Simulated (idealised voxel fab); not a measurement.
Title: Process Module voxel transistor to metal
We display cut, a cross-section 150 nm in width whose square cells are each 5 nm.
Notation: cross-section as square-cell grid; stated in bands, top first, going down; one or more cell rows per band.
Read a band's entry like this: the first values are the height of its top and the height of its bottom in nm, and what follows is the sequence of materials from left to right, each with its width in nm. Note that "air" is empty space, and that a single material marked "all across" reaches across the band from edge to edge.
A quick word on heights: they are counted from 0, and under that level the wafer as it came to us is one material throughout. The lowest band is different from the rest in having no bottom; it simply continues downward, written as in "0..down".
The two numbers in a width such as "30->40" mark its ends across the band: the first belongs to the top row of cells, the second to the bottom row, and from each row to the next the width moves by the same amount.
The cross-section has no changed cell in any step marked "no alterations made".
Empty spaces without an open route to the top, at least 8 cells in extent, make up the entry "Fully sealed voids"; each is given as width x height at distance, where the distance is measured from the left edge, and all are in nm.
Post-settings text on a step line: simulator's own remark regarding the step.
Steps that use a mask can have "overlay nm" on their line. It says how far the mask sat to the right of where it was meant to be. Negative means to the left.
# Below is the list of planned process steps
step 1: RECEIVE with material Si
step 2: CONFORMAL_DEP with material SiO2, thk nm 5
step 3: CONFORMAL_DEP with material SiN, thk nm 15
step 4: MASKED_ETCH with tone cover, mask id ACTIVE, width nm 105, etch materials SiN, depth nm 15, overlay nm 0
step 5: MASKED_ETCH with tone cover, mask id ACTIVE, width nm 105, etch materials SiO2, depth nm 5, overlay nm 0
step 6: MASKED_ETCH with tone cover, mask id ACTIVE, width nm 105, etch materials Si, depth nm 30, overlay nm 0
step 7: FILL_DEP with material SiO2, thk nm 10
step 8: CMP with height nm 20
step 9: SELECTIVE_ETCH with etch materials SiO2, depth nm 10
step 10: STRIP with etch materials SiN
step 11: SELECTIVE_ETCH with etch materials SiO2, depth nm 5
step 12: OXIDIZE with depth nm 5
step 13: DIRECTIONAL_DEP with material polySi, thk nm 20
step 14: DIRECTIONAL_DEP with material SiCN, thk nm 10
step 15: MASKED_ETCH with tone cover, mask id GATE, width nm 25, etch materials SiCN, depth nm 20, overlay nm 0
step 16: MASKED_ETCH with tone cover, mask id GATE, width nm 25, etch materials polySi, depth nm 30, overlay nm 0
step 17: CONFORMAL_DEP with material SiN, thk nm 5
step 18: DIRECTIONAL_ETCH with etch materials SiN, depth nm 5
step 19: DIRECTIONAL_ETCH with etch materials SiO2, depth nm 5
step 20: EPI with material nSi, thk nm 5
step 21: FILL_DEP with material SiO2, thk nm 10
step 22: CMP with height nm 30
step 23: DIRECTIONAL_DEP with material SiO2, thk nm 10
step 24: MASKED_ETCH with tone open, mask id CONTACT, width nm 15, pitch nm 80, etch materials SiO2, depth nm 40, overlay nm 0
step 25: CONFORMAL_DEP with material TiN, thk nm 5
step 26: FILL_DEP with material W, thk nm 10
step 27: CMP with height nm 30
step 28: CONFORMAL_DEP with material SiCN, thk nm 5
step 29: DIRECTIONAL_DEP with material SiO2, thk nm 15
step 30: MASKED_ETCH with tone open, mask id METAL_1, width nm 15, pitch nm 80, etch materials SiO2, depth nm 15, overlay nm 0
step 31: MASKED_ETCH with tone open, mask id METAL_1, width nm 15, pitch nm 80, etch materials SiCN, depth nm 5, overlay nm 0
step 32: CONFORMAL_DEP with material TiN, thk nm 5
step 33: FILL_DEP with material Cu, thk nm 10
step 34: CMP with height nm 60
step 35: CONFORMAL_DEP with material SiCN, thk nm 5
step 36: DIRECTIONAL_DEP with material SiO2, thk nm 25
step 37: MASKED_ETCH with tone open, mask id METAL_2, width nm 15, pitch nm 80, etch materials SiO2, depth nm 15, overlay nm 0
step 38: MASKED_ETCH with tone open, mask id METAL_2_HOLES, width nm 15, pitch nm 80, etch materials SiO2, depth nm 10, overlay nm 0
step 39: MASKED_ETCH with tone open, mask id METAL_2_HOLES, width nm 15, pitch nm 80, etch materials SiCN, depth nm 5, overlay nm 0
step 40: CONFORMAL_DEP with material TiN, thk nm 5
step 41: FILL_DEP with material Ru, thk nm 10
step 42: CMP with height nm 90
step 43: CONFORMAL_DEP with material SiN, thk nm 5
varied across the wafers: height nm of step 27. The plan shows the first wafer's value. All wafers start alike
# Cross-section: the first of several wafers in its as-received state, i.e. following step 1
0..down  Si all across
Fully sealed voids: none
# Wafer cross-section (first of several) - module end, post step 43 (last step)
95..90  SiN all across
90..65  25 nm SiO2  5 nm TiN  5 nm Ru  5 nm TiN  65 nm SiO2  5 nm TiN  5 nm Ru  5 nm TiN  30 nm SiO2
65..60  25 nm SiCN  15 nm TiN  65 nm SiCN  15 nm TiN  30 nm SiCN
60..55  Cu all across
55..50  30 nm TiN  5 nm Cu  75 nm TiN  5 nm Cu  35 nm TiN
50..35  25 nm SiO2  5 nm TiN  5 nm Cu  5 nm TiN  65 nm SiO2  5 nm TiN  5 nm Cu  5 nm TiN  30 nm SiO2
35..30  25 nm SiCN  15 nm TiN  65 nm SiCN  15 nm TiN  30 nm SiCN
30..20  25 nm SiO2  5 nm TiN  5 nm W  5 nm TiN  15 nm SiO2  5 nm SiN  25 nm SiCN  5 nm SiN  15 nm SiO2  5 nm TiN  5 nm W  5 nm TiN  30 nm SiO2
20..5  25 nm SiO2  5 nm TiN  5 nm W  5 nm TiN  15 nm SiO2  5 nm SiN  25 nm polySi  5 nm SiN  15 nm SiO2  5 nm TiN  5 nm W  5 nm TiN  30 nm SiO2
5..0  15 nm SiO2  5 nm SiN  5 nm SiO2  15 nm TiN  15 nm SiO2  5 nm SiN  25 nm polySi  5 nm SiN  15 nm SiO2  15 nm TiN  5 nm SiO2  5 nm SiN  20 nm SiO2
0..-5  20 nm SiO2  35 nm nSi  35 nm SiO2  35 nm nSi  25 nm SiO2
-5..-30  20 nm SiO2  105 nm Si  25 nm SiO2
-30..down  Si all across
Fully sealed voids: none
# Cross-section of the last wafer at end of module
95..90  SiN all across
90..65  25 nm SiO2  5 nm TiN  5 nm Ru  5 nm TiN  65 nm SiO2  5 nm TiN  5 nm Ru  5 nm TiN  30 nm SiO2
65..55  25 nm SiCN  15 nm TiN  65 nm SiCN  15 nm TiN  30 nm SiCN
55..45  W all across
45..40  30 nm TiN  5 nm W  75 nm TiN  5 nm W  35 nm TiN
40..30  25 nm SiO2  5 nm TiN  5 nm W  5 nm TiN  65 nm SiO2  5 nm TiN  5 nm W  5 nm TiN  30 nm SiO2
30..20  25 nm SiO2  5 nm TiN  5 nm W  5 nm TiN  15 nm SiO2  5 nm SiN  25 nm SiCN  5 nm SiN  15 nm SiO2  5 nm TiN  5 nm W  5 nm TiN  30 nm SiO2
20..5  25 nm SiO2  5 nm TiN  5 nm W  5 nm TiN  15 nm SiO2  5 nm SiN  25 nm polySi  5 nm SiN  15 nm SiO2  5 nm TiN  5 nm W  5 nm TiN  30 nm SiO2
5..0  15 nm SiO2  5 nm SiN  5 nm SiO2  15 nm TiN  15 nm SiO2  5 nm SiN  25 nm polySi  5 nm SiN  15 nm SiO2  15 nm TiN  5 nm SiO2  5 nm SiN  20 nm SiO2
0..-5  20 nm SiO2  35 nm nSi  35 nm SiO2  35 nm nSi  25 nm SiO2
-5..-30  20 nm SiO2  105 nm Si  25 nm SiO2
-30..down  Si all across
Fully sealed voids: none
# Heads up, this table goes wafer by wafer. A row tells you, at the end of the module, how many cells of each material that wafer has put on (+) or dropped (-) since it was received, and then its closed voids
height nm 30 | +38 Cu | +10 Ru | -75 Si | +58 SiCN | +44 SiN | +353 SiO2 | +98 TiN | +10 W | +14 nSi | +20 polySi | Fully sealed voids: none
height nm 35 | +8 Cu | +10 Ru | -75 Si | +58 SiCN | +44 SiN | +377 SiO2 | +102 TiN | +12 W | +14 nSi | +20 polySi | Fully sealed voids: none
height nm 40 | +6 Cu | +10 Ru | -75 Si | +58 SiCN | +44 SiN | +401 SiO2 | +78 TiN | +14 W | +14 nSi | +20 polySi | Fully sealed voids: none
height nm 45 | +4 Cu | +10 Ru | -75 Si | +58 SiCN | +44 SiN | +377 SiO2 | +102 TiN | +16 W | +14 nSi | +20 polySi | Fully sealed voids: none
height nm 50 | +2 Cu | +10 Ru | -75 Si | +58 SiCN | +44 SiN | +353 SiO2 | +98 TiN | +46 W | +14 nSi | +20 polySi | Fully sealed voids: none
height nm 55 | +10 Ru | -75 Si | +58 SiCN | +44 SiN | +329 SiO2 | +94 TiN | +76 W | +14 nSi | +20 polySi | Fully sealed voids: none
